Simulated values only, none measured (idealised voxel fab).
Presented below is a process module, voxel wiring stack.
This is section cut - it's 280 nm across, gridded in 5 nm square cells.
Cross-section, as written here: a square-cell grid given band by band from the top down, where a band holds one or more rows of cells.
Heads up on the band format: heights come first, top then bottom, in nm. After that it's the materials left to right, each with its width in nm. A single material flagged "everywhere" fills the whole band edge to edge, and "empty" means there's empty space there.
The level at which height equals 0 is the one under which the wafer, as it arrives, is entirely one material. No lower edge exists for the bottom band, which continues downward and is notated as in "z 0 and below".
Graded width ("30->40"): value in top row of band = first number; value in bottom row = second number; row-to-row change constant.
It should be understood that the words "no alteration", when stated for a given step, signify that the cross-section underwent no change in any of its cells during that step.
Voids not open to the top, 8 cells minimum: see "Cavities, sealed". Written width x height at distance; distance is from the left edge; nm.
Step line, after settings: the simulator's comment on this step.
overlay nm: how far to the right of its planned place the mask lay on this masked step (negative: to the left).

The planned process steps are enumerated hereunder:
1. op RECEIVE | material Si
2. op CONFORMAL_DEP | material SiO2 | thk nm 10
3. op CONFORMAL_DEP | material SiCN | thk nm 5
4. op DIRECTIONAL_DEP | material SiO2 | thk nm 25
5. op MASKED_ETCH | tone open | mask id METAL_1 | width nm 30 | pitch nm 60 | etch materials SiO2 | depth nm 25 | overlay nm 0
6. op MASKED_ETCH | tone open | mask id METAL_1 | width nm 30 | pitch nm 60 | etch materials SiCN | depth nm 5 | overlay nm -15
7. op CONFORMAL_DEP | material TiN | thk nm 5
8. op FILL_DEP | material Cu | thk nm 10
9. op CMP | height nm 40
10. op EPI | material Ru | thk nm 5
11. op FILL_DEP | material SiCN | thk nm 5
12. op DIRECTIONAL_DEP | material lowk | thk nm 15
13. op DIRECTIONAL_DEP | material aC | thk nm 10
14. op PATTERN | tone open | mask id PLUG_1 | material resist | width nm 15 | pitch nm 60 | thk nm 25 | overlay nm 0
15. op DIRECTIONAL_ETCH | etch materials aC | depth nm 10
16. op STRIP | etch materials resist
17. op DIRECTIONAL_ETCH | etch materials lowk | depth nm 15
18. op DIRECTIONAL_ETCH | etch materials SiCN | depth nm 5
19. op STRIP | etch materials aC
20. op CONFORMAL_DEP | material TiN | thk nm 5
21. op FILL_DEP | material Cu | thk nm 5
22. op CMP | height nm 65
23. op DIRECTIONAL_DEP | material TiN | thk nm 5
24. op DIRECTIONAL_DEP | material W | thk nm 25
25. op MASKED_ETCH | tone cover | mask id METAL_2 | width nm 30 | pitch nm 60 | etch materials W | depth nm 25 | overlay nm 0
26. op MASKED_ETCH | tone cover | mask id METAL_2 | width nm 30 | pitch nm 60 | etch materials TiN | depth nm 5 | overlay nm 0
27. op CONFORMAL_DEP | material SiN | thk nm 5
28. op FILL_DEP | material lowk | thk nm 10
29. op CMP | height nm 95
30. op CONFORMAL_DEP | material SiCN | thk nm 5
31. op DIRECTIONAL_DEP | material lowk | thk nm 15
32. op DIRECTIONAL_DEP | material aC | thk nm 15
33. op PATTERN | tone open | mask id PLUG_2 | material resist | width nm 15 | pitch nm 60 | thk nm 35 | overlay nm 0
34. op DIRECTIONAL_ETCH | etch materials aC | depth nm 15
35. op STRIP | etch materials resist
36. op DIRECTIONAL_ETCH | etch materials lowk | depth nm 15
37. op DIRECTIONAL_ETCH | etch materials SiCN | depth nm 5
38. op STRIP | etch materials aC
39. op CONFORMAL_DEP | material TiN | thk nm 5
40. op FILL_DEP | material Cu | thk nm 10
41. op CMP | height nm 115
42. op DIRECTIONAL_DEP | material TiN | thk nm 5
43. op DIRECTIONAL_DEP | material W | thk nm 25
44. op DIRECTIONAL_DEP | material aC | thk nm 10
45. op PATTERN | tone cover | mask id METAL_3 | material resist | width nm 30 | pitch nm 60 | thk nm 30 | overlay nm 0
46. op DIRECTIONAL_ETCH | etch materials aC | depth nm 10
47. op STRIP | etch materials resist
48. op DIRECTIONAL_ETCH | etch materials W | depth nm 25
49. op DIRECTIONAL_ETCH | etch materials TiN | depth nm 5
50. op STRIP | etch materials aC
51. op FILL_DEP | material lowk | thk nm 10
52. op CMP | height nm 145
53. op CONFORMAL_DEP | material SiN | thk nm 5
varied across the wafers: overlay nm of step 6. The plan shows the first wafer's value. All wafers start alike

Here's the first of the wafers in cross-section, just as we got it, i.e. after step 1:
	z 0 and below | Si everywhere
	Cavities, sealed: none

End of the module, past its last step, step 53: how the first of several wafers looks in cross-section:
	z 150 to 145 | SiN everywhere
	z 145 to 120 | 95 of lowk | 30 of W | 30 of lowk | 30 of W | 95 of lowk
	z 120 to 115 | 95 of lowk | 30 of TiN | 30 of lowk | 30 of TiN | 95 of lowk
	z 115 to 100 | 95 of lowk | 5 of TiN | 5 of Cu | 5 of TiN | 45 of lowk | 5 of TiN | 5 of Cu | 5 of TiN | 110 of lowk
	z 100 to 95 | 95 of SiCN | 15 of TiN | 45 of SiCN | 15 of TiN | 110 of SiCN
	z 95 to 70 | 90 of lowk | 5 of SiN | 30 of W | 5 of SiN | 20 of lowk | 5 of SiN | 30 of W | 5 of SiN | 90 of lowk
	z 70 to 65 | 95 of SiN | 30 of TiN | 30 of SiN | 30 of TiN | 95 of SiN
	z 65 to 50 | 95 of lowk | 5 of TiN | 5 of Cu | 5 of TiN | 45 of lowk | 5 of TiN | 5 of Cu | 5 of TiN | 110 of lowk
	z 50 to 45 | 95 of SiCN | 15 of TiN | 45 of SiCN | 15 of TiN | 110 of SiCN
	z 45 to 40 | 90 of SiCN | 40 of Ru | 20 of SiCN | 40 of Ru | 90 of SiCN
	z 40 to 20 | 95 of SiO2 | 5 of TiN | 20 of Cu | 5 of TiN | 30 of SiO2 | 5 of TiN | 20 of Cu | 5 of TiN | 95 of SiO2
	z 20 to 15 | 95 of SiO2 | 5 of TiN | 5 of Cu | 20 of TiN | 30 of SiO2 | 5 of TiN | 5 of Cu | 20 of TiN | 95 of SiO2
	z 15 to 10 | 95 of SiCN | 15 of TiN | 45 of SiCN | 15 of TiN | 110 of SiCN
	z 10 to 0 | SiO2 everywhere
	z 0 and below | Si everywhere
	Cavities, sealed: none

End of module, last wafer sectioned:
	z 150 to 145 | SiN everywhere
	z 145 to 120 | 95 of lowk | 30 of W | 30 of lowk | 30 of W | 95 of lowk
	z 120 to 115 | 95 of lowk | 30 of TiN | 30 of lowk | 30 of TiN | 95 of lowk
	z 115 to 100 | 95 of lowk | 5 of TiN | 5 of Cu | 5 of TiN | 45 of lowk | 5 of TiN | 5 of Cu | 5 of TiN | 110 of lowk
	z 100 to 95 | 95 of SiCN | 15 of TiN | 45 of SiCN | 15 of TiN | 110 of SiCN
	z 95 to 70 | 90 of lowk | 5 of SiN | 30 of W | 5 of SiN | 20 of lowk | 5 of SiN | 30 of W | 5 of SiN | 90 of lowk
	z 70 to 65 | 95 of SiN | 30 of TiN | 30 of SiN | 30 of TiN | 95 of SiN
	z 65 to 50 | 95 of lowk | 5 of TiN | 5 of Cu | 5 of TiN | 45 of lowk | 5 of TiN | 5 of Cu | 5 of TiN | 110 of lowk
	z 50 to 45 | 95 of SiCN | 15 of TiN | 45 of SiCN | 15 of TiN | 110 of SiCN
	z 45 to 40 | 90 of SiCN | 40 of Ru | 20 of SiCN | 40 of Ru | 90 of SiCN
	z 40 to 20 | 95 of SiO2 | 5 of TiN | 20 of Cu | 5 of TiN | 30 of SiO2 | 5 of TiN | 20 of Cu | 5 of TiN | 95 of SiO2
	z 20 to 15 | 95 of SiO2 | 20 of TiN | 5 of Cu | 5 of TiN | 30 of SiO2 | 20 of TiN | 5 of Cu | 5 of TiN | 95 of SiO2
	z 15 to 10 | 110 of SiCN | 15 of TiN | 45 of SiCN | 15 of TiN | 95 of SiCN
	z 10 to 0 | SiO2 everywhere
	z 0 and below | Si everywhere
	Cavities, sealed: none

For your reference, the table is organized with a row per wafer; each row reflects the wafer at the end of the module, indicating for each material the cells gained (+) or lost (-) since receipt, and thereafter its closed voids:
overlay nm -15; +46 Cu; +16 Ru; +190 SiCN; +120 SiN; +332 SiO2; +92 TiN; +120 W; +764 lowk; Cavities, sealed: none
overlay nm -10; +48 Cu; +16 Ru; +188 SiCN; +120 SiN; +332 SiO2; +92 TiN; +120 W; +764 lowk; Cavities, sealed: none
overlay nm -5; +50 Cu; +16 Ru; +186 SiCN; +120 SiN; +332 SiO2; +92 TiN; +120 W; +764 lowk; Cavities, sealed: none
overlay nm 0; +52 Cu; +16 Ru; +184 SiCN; +120 SiN; +332 SiO2; +92 TiN; +120 W; +764 lowk; Cavities, sealed: none
overlay nm 5; +50 Cu; +16 Ru; +186 SiCN; +120 SiN; +332 SiO2; +92 TiN; +120 W; +764 lowk; Cavities, sealed: none
overlay nm 10; +48 Cu; +16 Ru; +188 SiCN; +120 SiN; +332 SiO2; +92 TiN; +120 W; +764 lowk; Cavities, sealed: none
overlay nm 15; +46 Cu; +16 Ru; +190 SiCN; +120 SiN; +332 SiO2; +92 TiN; +120 W; +764 lowk; Cavities, sealed: none
